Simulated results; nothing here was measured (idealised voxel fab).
Process module in this document: voxel ribs on slabs
Pictured: cross-section cut, 280 nm wide, on a grid of 5 nm square cells.
If you're reading a cross-section in this doc, picture square cells in a grid; it comes to you as bands, top ones listed first down to the bottom, and a band can be one or more rows of cells.
Band: top and bottom heights (nm) first, top before bottom; then materials from left to right, widths in nm. "all across" marks a sole material filling the band edge to edge. "blank" denotes empty space.
We count height from 0. Below that, the starting wafer is all one material. The lowest band never ends at the bottom but goes on down; see "0..down" for how that is written.
With a width like "30->40", each row of cells in the band differs from the next by the same amount, the top row carrying the first number and the bottom row the second.
"nothing changed" means the step left every cell of the cross-section as it was.
Closed-off voids of 8+ cells (no open route to the top) go in "Unvented internal voids", written width x height at distance from the left edge, in nm.
Whatever follows a step's settings on its line is a remark the simulator itself makes about that step.
overlay nm: mask right of planned place by this much (step with mask). Neg. = left.

**Process steps - plan**
1: op RECEIVE | material Si
2: op DIRECTIONAL_DEP | material SiO2 | thk nm 25
3: op DIRECTIONAL_DEP | material SiN | thk nm 25
4: op MASKED_ETCH | tone cover | mask id RIB | width nm 15 | etch materials SiN | depth nm 15 | overlay nm 0
5: op PATTERN | tone cover | mask id SLAB | material resist | width nm 55 | thk nm 20 | overlay nm 0
6: op DIRECTIONAL_ETCH | etch materials SiN | depth nm 10
7: op STRIP | etch materials resist
8: op FILL_DEP | material SiO2 | thk nm 20
9: op CMP | height nm 65
10: op DIRECTIONAL_DEP | material TiN | thk nm 10
11: op DIRECTIONAL_DEP | material aC | thk nm 15
12: op PATTERN | tone cover | mask id HEATER | material resist | width nm 25 | thk nm 35 | overlay nm 0
13: op DIRECTIONAL_ETCH | etch materials aC | depth nm 15
14: op STRIP | etch materials resist
15: op DIRECTIONAL_ETCH | etch materials TiN | depth nm 10
16: op STRIP | etch materials aC
17: op CONFORMAL_DEP | material SiN | thk nm 10

**Cross-sectional view of the wafer in its as-received condition, corresponding to the state after step 1**
- 0..down | Si all across
- Unvented internal voids: none

**Cross-section taken at module completion on the first of two wafers; processed per the plan**
- 85..75 | blank (115)  SiN (45)  blank (120)
- 75..65 | SiN (125)  TiN (25)  SiN (130)
- 65..50 | SiO2 all across
- 50..35 | SiO2 (130)  SiN (15)  SiO2 (135)
- 35..25 | SiO2 (110)  SiN (55)  SiO2 (115)
- 25..0 | SiO2 all across
- 0..down | Si all across
- Unvented internal voids: none

**Cross-sectional view of the second of two wafers upon completion of the module. This wafer shared its starting condition and process plan with the first; one error was made during its execution**
- 85..75 | blank (115)  SiN (45)  blank (120)
- 75..65 | SiN (125)  TiN (25)  SiN (130)
- 65..50 | SiO2 all across
- 50..35 | SiO2 (130)  SiN (15)  SiO2 (135)
- 35..25 | SiO2 (115)  SiN (55)  SiO2 (110)
- 25..0 | SiO2 all across
- 0..down | Si all across
- Unvented internal voids: none
Which mistake was made when the wafer was run? step 5 ran differently from the plan; actual operation with settings: op PATTERN | tone cover | mask id SLAB | material resist | width nm 55 | thk nm 20 | overlay nm 5
Comparing end states, the material composition by cell count is preserved from the first wafer to the second, while the locations of the cells are not.
